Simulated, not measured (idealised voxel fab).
The process module presented herein is designated voxel self aligned vias.
Xsec cut, 180 nm wide, square cell size 5 nm.
For the purposes of this document, a cross-section shall be understood as a grid of square cells, specified as bands listed in top-to-bottom order, each band consisting of one or more rows of cells. Heads up on the band format: heights come first, top then bottom, in nm. After that it's the materials left to right, each with its width in nm. A single material flagged "everywhere" fills the whole band edge to edge, and "air" means there's empty space there. All heights in this document are referenced to 0, defined as the level beneath which the wafer, as received, consists entirely of one material. The lowest band is not bounded below; it extends indefinitely downward and is written in the form "0 down". The two numbers in a width such as "30 to 40" mark its ends across the band: the first belongs to the top row of cells, the second to the bottom row, and from each row to the next the width moves by the same amount. "remained unchanged" means the step left every cell of the cross-section as it was. Entry "Enclosed internal voids" = empty spaces >= 8 cells with no open way to the top; each as width x height at distance, distance from left edge, all nm. What comes after the settings on a step's line is commentary from the simulator itself on that step. A step line may carry the setting "overlay nm", which, for steps involving a mask, states the distance by which the mask lay to the right of its intended position; negative values denote displacement to the left.

Listed below are the process steps as planned
1) RECEIVE with material Si
2) CONFORMAL_DEP with material SiO2, thk nm 15
3) CONFORMAL_DEP with material SiCN, thk nm 5
4) DIRECTIONAL_DEP with material lowk, thk nm 25
5) DIRECTIONAL_DEP with material aC, thk nm 10
6) PATTERN with tone open, mask id LINES, material resist, width nm 20, pitch nm 55, thk nm 25, overlay nm 0
7) DIRECTIONAL_ETCH with etch materials aC, depth nm 10
8) STRIP with etch materials resist
9) DIRECTIONAL_ETCH with etch materials lowk, depth nm 25
10) STRIP with etch materials aC
11) CONFORMAL_DEP with material TiN, thk nm 5
12) FILL_DEP with material Ru, thk nm 5
13) CMP with height nm 45
14) SELECTIVE_ETCH with etch materials W Ru TiN, depth nm 5
15) FILL_DEP with material SiN, thk nm 10
16) CMP with height nm 45
17) DIRECTIONAL_DEP with material lowk, thk nm 15
18) PATTERN with tone open, mask id VIAS, material resist, width nm 40, pitch nm 55, thk nm 15, overlay nm 0
19) DIRECTIONAL_ETCH with etch materials lowk, depth nm 15
20) DIRECTIONAL_ETCH with etch materials SiN, depth nm 5
21) STRIP with etch materials resist
22) CONFORMAL_DEP with material TiN, thk nm 5
23) FILL_DEP with material W, thk nm 10
24) CMP with height nm 60
25) CONFORMAL_DEP with material SiN, thk nm 5

Run as planned: first of two wafers

Received-state cross-section, reflecting completion of step 1
* 0 down: Si everywhere
* Enclosed internal voids: none

You're looking at a cross-section of the wafer after step 2
* 15 to 0: SiO2 everywhere
* Under the height 0 nothing was changed.

You're looking at a cross-section of the wafer after step 3
* 20 to 15: SiCN everywhere
* Under the height 15 nothing was changed.

You're looking at a cross-section of the wafer after step 4
* 45 to 20: lowk everywhere
* Under the height 20 nothing was changed.

You're looking at a cross-section of the wafer after step 5
* 55 to 45: aC everywhere
* Under the height 45 nothing was changed.

You're looking at a cross-section of the wafer after step 6
* 80 to 55: resist 25 nm / air 20 nm / resist 35 nm / air 20 nm / resist 35 nm / air 20 nm / resist 25 nm
* Under the height 55 nothing was changed.

You're looking at a cross-section of the wafer after step 7
* 70 to 55: resist 25 nm / air 20 nm / resist 35 nm / air 20 nm / resist 35 nm / air 20 nm / resist 25 nm
* 55 to 45: aC 25 nm / air 20 nm / aC 35 nm / air 20 nm / aC 35 nm / air 20 nm / aC 25 nm
* Under the height 45 nothing was changed.

You're looking at a cross-section of the wafer after step 8
* 55 to 45: aC 25 nm / air 20 nm / aC 35 nm / air 20 nm / aC 35 nm / air 20 nm / aC 25 nm
* Under the height 45 nothing was changed.

You're looking at a cross-section of the wafer after step 9
* 55 to 45: aC 25 nm / air 20 nm / aC 35 nm / air 20 nm / aC 35 nm / air 20 nm / aC 25 nm
* 45 to 20: lowk 25 nm / air 20 nm / lowk 35 nm / air 20 nm / lowk 35 nm / air 20 nm / lowk 25 nm
* Under the height 20 nothing was changed.

You're looking at a cross-section of the wafer after step 10
* 45 to 20: lowk 25 nm / air 20 nm / lowk 35 nm / air 20 nm / lowk 35 nm / air 20 nm / lowk 25 nm
* Under the height 20 nothing was changed.

You're looking at a cross-section of the wafer after step 11
* 50 to 45: TiN 30 nm / air 10 nm / TiN 45 nm / air 10 nm / TiN 45 nm / air 10 nm / TiN 30 nm
* 45 to 25: lowk 25 nm / TiN 5 nm / air 10 nm / TiN 5 nm / lowk 35 nm / TiN 5 nm / air 10 nm / TiN 5 nm / lowk 35 nm / TiN 5 nm / air 10 nm / TiN 5 nm / lowk 25 nm
* 25 to 20: lowk 25 nm / TiN 20 nm / lowk 35 nm / TiN 20 nm / lowk 35 nm / TiN 20 nm / lowk 25 nm
* Under the height 20 nothing was changed.

You're looking at a cross-section of the wafer after step 12
* 55 to 50: Ru everywhere
* 50 to 45: TiN 30 nm / Ru 10 nm / TiN 45 nm / Ru 10 nm / TiN 45 nm / Ru 10 nm / TiN 30 nm
* 45 to 25: lowk 25 nm / TiN 5 nm / Ru 10 nm / TiN 5 nm / lowk 35 nm / TiN 5 nm / Ru 10 nm / TiN 5 nm / lowk 35 nm / TiN 5 nm / Ru 10 nm / TiN 5 nm / lowk 25 nm
* Under the height 25 nothing was changed.

You're looking at a cross-section of the wafer after step 13
* 45 to 25: lowk 25 nm / TiN 5 nm / Ru 10 nm / TiN 5 nm / lowk 35 nm / TiN 5 nm / Ru 10 nm / TiN 5 nm / lowk 35 nm / TiN 5 nm / Ru 10 nm / TiN 5 nm / lowk 25 nm
* Under the height 25 nothing was changed.

You're looking at a cross-section of the wafer after step 14
* 45 to 40: lowk 25 nm / air 20 nm / lowk 35 nm / air 20 nm / lowk 35 nm / air 20 nm / lowk 25 nm
* Under the height 40 nothing was changed.

You're looking at a cross-section of the wafer after step 15
* 55 to 45: SiN everywhere
* 45 to 40: lowk 25 nm / SiN 20 nm / lowk 35 nm / SiN 20 nm / lowk 35 nm / SiN 20 nm / lowk 25 nm
* Under the height 40 nothing was changed.

You're looking at a cross-section of the wafer after step 16
* 45 to 40: lowk 25 nm / SiN 20 nm / lowk 35 nm / SiN 20 nm / lowk 35 nm / SiN 20 nm / lowk 25 nm
* Under the height 40 nothing was changed.

You're looking at a cross-section of the wafer after step 17
* 60 to 45: lowk everywhere
* Under the height 45 nothing was changed.

You're looking at a cross-section of the wafer after step 18
* 75 to 60: resist 15 nm / air 40 nm / resist 15 nm / air 40 nm / resist 15 nm / air 40 nm / resist 15 nm
* Under the height 60 nothing was changed.

You're looking at a cross-section of the wafer after step 19
* 75 to 60: resist 15 nm / air 40 nm / resist 15 nm / air 40 nm / resist 15 nm / air 40 nm / resist 15 nm
* 60 to 45: lowk 15 nm / air 40 nm / lowk 15 nm / air 40 nm / lowk 15 nm / air 40 nm / lowk 15 nm
* Under the height 45 nothing was changed.

You're looking at a cross-section of the wafer after step 20
* 75 to 60: resist 15 nm / air 40 nm / resist 15 nm / air 40 nm / resist 15 nm / air 40 nm / resist 15 nm
* 60 to 45: lowk 15 nm / air 40 nm / lowk 15 nm / air 40 nm / lowk 15 nm / air 40 nm / lowk 15 nm
* 45 to 40: lowk 25 nm / air 20 nm / lowk 35 nm / air 20 nm / lowk 35 nm / air 20 nm / lowk 25 nm
* Under the height 40 nothing was changed.

You're looking at a cross-section of the wafer after step 21
* 60 to 45: lowk 15 nm / air 40 nm / lowk 15 nm / air 40 nm / lowk 15 nm / air 40 nm / lowk 15 nm
* Under the height 45 nothing was changed.

You're looking at a cross-section of the wafer after step 22
* 65 to 60: TiN 20 nm / air 30 nm / TiN 25 nm / air 30 nm / TiN 25 nm / air 30 nm / TiN 20 nm
* 60 to 50: lowk 15 nm / TiN 5 nm / air 30 nm / TiN 5 nm / lowk 15 nm / TiN 5 nm / air 30 nm / TiN 5 nm / lowk 15 nm / TiN 5 nm / air 30 nm / TiN 5 nm / lowk 15 nm
* 50 to 45: lowk 15 nm / TiN 15 nm / air 10 nm / TiN 15 nm / lowk 15 nm / TiN 15 nm / air 10 nm / TiN 15 nm / lowk 15 nm / TiN 15 nm / air 10 nm / TiN 15 nm / lowk 15 nm
* 45 to 40: lowk 25 nm / TiN 20 nm / lowk 35 nm / TiN 20 nm / lowk 35 nm / TiN 20 nm / lowk 25 nm
* Under the height 40 nothing was changed.

You're looking at a cross-section of the wafer after step 23
* 75 to 65: W everywhere
* 65 to 60: TiN 20 nm / W 30 nm / TiN 25 nm / W 30 nm / TiN 25 nm / W 30 nm / TiN 20 nm
* 60 to 50: lowk 15 nm / TiN 5 nm / W 30 nm / TiN 5 nm / lowk 15 nm / TiN 5 nm / W 30 nm / TiN 5 nm / lowk 15 nm / TiN 5 nm / W 30 nm / TiN 5 nm / lowk 15 nm
* 50 to 45: lowk 15 nm / TiN 15 nm / W 10 nm / TiN 15 nm / lowk 15 nm / TiN 15 nm / W 10 nm / TiN 15 nm / lowk 15 nm / TiN 15 nm / W 10 nm / TiN 15 nm / lowk 15 nm
* Under the height 45 nothing was changed.

You're looking at a cross-section of the wafer after step 24
* 60 to 50: lowk 15 nm / TiN 5 nm / W 30 nm / TiN 5 nm / lowk 15 nm / TiN 5 nm / W 30 nm / TiN 5 nm / lowk 15 nm / TiN 5 nm / W 30 nm / TiN 5 nm / lowk 15 nm
* Under the height 50 nothing was changed.

You're looking at a cross-section of the wafer after step 25
* 65 to 60: SiN everywhere
* Under the height 60 nothing was changed.

Wafer two. Same start, same plan, one slip in execution. Same as wafer one through step 10, inclusive

The second wafer cut through, at the time step 11 was supposed to be finished
* 50 to 45: SiO2 30 nm / air 10 nm / SiO2 45 nm / air 10 nm / SiO2 45 nm / air 10 nm / SiO2 30 nm
* 45 to 25: lowk 25 nm / SiO2 5 nm / air 10 nm / SiO2 5 nm / lowk 35 nm / SiO2 5 nm / air 10 nm / SiO2 5 nm / lowk 35 nm / SiO2 5 nm / air 10 nm / SiO2 5 nm / lowk 25 nm
* 25 to 20: lowk 25 nm / SiO2 20 nm / lowk 35 nm / SiO2 20 nm / lowk 35 nm / SiO2 20 nm / lowk 25 nm
* Under the height 20 nothing was changed.

The second wafer cut through, at the time step 12 was supposed to be finished
* 55 to 50: Ru everywhere
* 50 to 45: SiO2 30 nm / Ru 10 nm / SiO2 45 nm / Ru 10 nm / SiO2 45 nm / Ru 10 nm / SiO2 30 nm
* 45 to 25: lowk 25 nm / SiO2 5 nm / Ru 10 nm / SiO2 5 nm / lowk 35 nm / SiO2 5 nm / Ru 10 nm / SiO2 5 nm / lowk 35 nm / SiO2 5 nm / Ru 10 nm / SiO2 5 nm / lowk 25 nm
* Under the height 25 nothing was changed.

The second wafer cut through, at the time step 13 was supposed to be finished
* 45 to 25: lowk 25 nm / SiO2 5 nm / Ru 10 nm / SiO2 5 nm / lowk 35 nm / SiO2 5 nm / Ru 10 nm / SiO2 5 nm / lowk 35 nm / SiO2 5 nm / Ru 10 nm / SiO2 5 nm / lowk 25 nm
* Under the height 25 nothing was changed.

The second wafer cut through, at the time step 14 was supposed to be finished
* 45 to 40: lowk 25 nm / SiO2 5 nm / air 10 nm / SiO2 5 nm / lowk 35 nm / SiO2 5 nm / air 10 nm / SiO2 5 nm / lowk 35 nm / SiO2 5 nm / air 10 nm / SiO2 5 nm / lowk 25 nm
* Under the height 40 nothing was changed.

The second wafer cut through, at the time step 15 was supposed to be finished
* 55 to 45: SiN everywhere
* 45 to 40: lowk 25 nm / SiO2 5 nm / SiN 10 nm / SiO2 5 nm / lowk 35 nm / SiO2 5 nm / SiN 10 nm / SiO2 5 nm / lowk 35 nm / SiO2 5 nm / SiN 10 nm / SiO2 5 nm / lowk 25 nm
* Under the height 40 nothing was changed.

The second wafer cut through, at the time step 16 was supposed to be finished
* 45 to 40: lowk 25 nm / SiO2 5 nm / SiN 10 nm / SiO2 5 nm / lowk 35 nm / SiO2 5 nm / SiN 10 nm / SiO2 5 nm / lowk 35 nm / SiO2 5 nm / SiN 10 nm / SiO2 5 nm / lowk 25 nm
* Under the height 40 nothing was changed.

The second wafer cut through, at the time step 17 was supposed to be finished
* 60 to 45: lowk everywhere
* Under the height 45 nothing was changed.

The second wafer cut through, at the time step 18 was supposed to be finished
* 75 to 60: resist 15 nm / air 40 nm / resist 15 nm / air 40 nm / resist 15 nm / air 40 nm / resist 15 nm
* Under the height 60 nothing was changed.

The second wafer cut through, at the time step 19 was supposed to be finished
* 75 to 60: resist 15 nm / air 40 nm / resist 15 nm / air 40 nm / resist 15 nm / air 40 nm / resist 15 nm
* 60 to 45: lowk 15 nm / air 40 nm / lowk 15 nm / air 40 nm / lowk 15 nm / air 40 nm / lowk 15 nm
* Under the height 45 nothing was changed.

The second wafer cut through, at the time step 20 was supposed to be finished
* 75 to 60: resist 15 nm / air 40 nm / resist 15 nm / air 40 nm / resist 15 nm / air 40 nm / resist 15 nm
* 60 to 45: lowk 15 nm / air 40 nm / lowk 15 nm / air 40 nm / lowk 15 nm / air 40 nm / lowk 15 nm
* 45 to 40: lowk 25 nm / SiO2 5 nm / air 10 nm / SiO2 5 nm / lowk 35 nm / SiO2 5 nm / air 10 nm / SiO2 5 nm / lowk 35 nm / SiO2 5 nm / air 10 nm / SiO2 5 nm / lowk 25 nm
* Under the height 40 nothing was changed.

The second wafer cut through, at the time step 21 was supposed to be finished
* 60 to 45: lowk 15 nm / air 40 nm / lowk 15 nm / air 40 nm / lowk 15 nm / air 40 nm / lowk 15 nm
* Under the height 45 nothing was changed.

The second wafer cut through, at the time step 22 was supposed to be finished
* 65 to 60: TiN 20 nm / air 30 nm / TiN 25 nm / air 30 nm / TiN 25 nm / air 30 nm / TiN 20 nm
* 60 to 50: lowk 15 nm / TiN 5 nm / air 30 nm / TiN 5 nm / lowk 15 nm / TiN 5 nm / air 30 nm / TiN 5 nm / lowk 15 nm / TiN 5 nm / air 30 nm / TiN 5 nm / lowk 15 nm
* 50 to 45: lowk 15 nm / TiN 40 nm / lowk 15 nm / TiN 40 nm / lowk 15 nm / TiN 40 nm / lowk 15 nm
* 45 to 40: lowk 25 nm / SiO2 5 nm / TiN 10 nm / SiO2 5 nm / lowk 35 nm / SiO2 5 nm / TiN 10 nm / SiO2 5 nm / lowk 35 nm / SiO2 5 nm / TiN 10 nm / SiO2 5 nm / lowk 25 nm
* Under the height 40 nothing was changed.

The second wafer cut through, at the time step 23 was supposed to be finished
* 75 to 65: W everywhere
* 65 to 60: TiN 20 nm / W 30 nm / TiN 25 nm / W 30 nm / TiN 25 nm / W 30 nm / TiN 20 nm
* 60 to 50: lowk 15 nm / TiN 5 nm / W 30 nm / TiN 5 nm / lowk 15 nm / TiN 5 nm / W 30 nm / TiN 5 nm / lowk 15 nm / TiN 5 nm / W 30 nm / TiN 5 nm / lowk 15 nm
* Under the height 50 nothing was changed.

The second wafer cut through, at the time step 24 was supposed to be finished
* 60 to 50: lowk 15 nm / TiN 5 nm / W 30 nm / TiN 5 nm / lowk 15 nm / TiN 5 nm / W 30 nm / TiN 5 nm / lowk 15 nm / TiN 5 nm / W 30 nm / TiN 5 nm / lowk 15 nm
* Under the height 50 nothing was changed.

The second wafer cut through, at the time step 25 was supposed to be finished
* 65 to 60: SiN everywhere
* Under the height 60 nothing was changed.
What was done differently from what was planned? off-plan run, step 11, actual operation and settings CONFORMAL_DEP with material SiO2, thk nm 5
It is noted that, at the conclusion of processing, the second wafer exhibits a higher or lower cell count for certain materials relative to the first: 36 more of SiO2; 30 fewer of TiN; 6 fewer of W
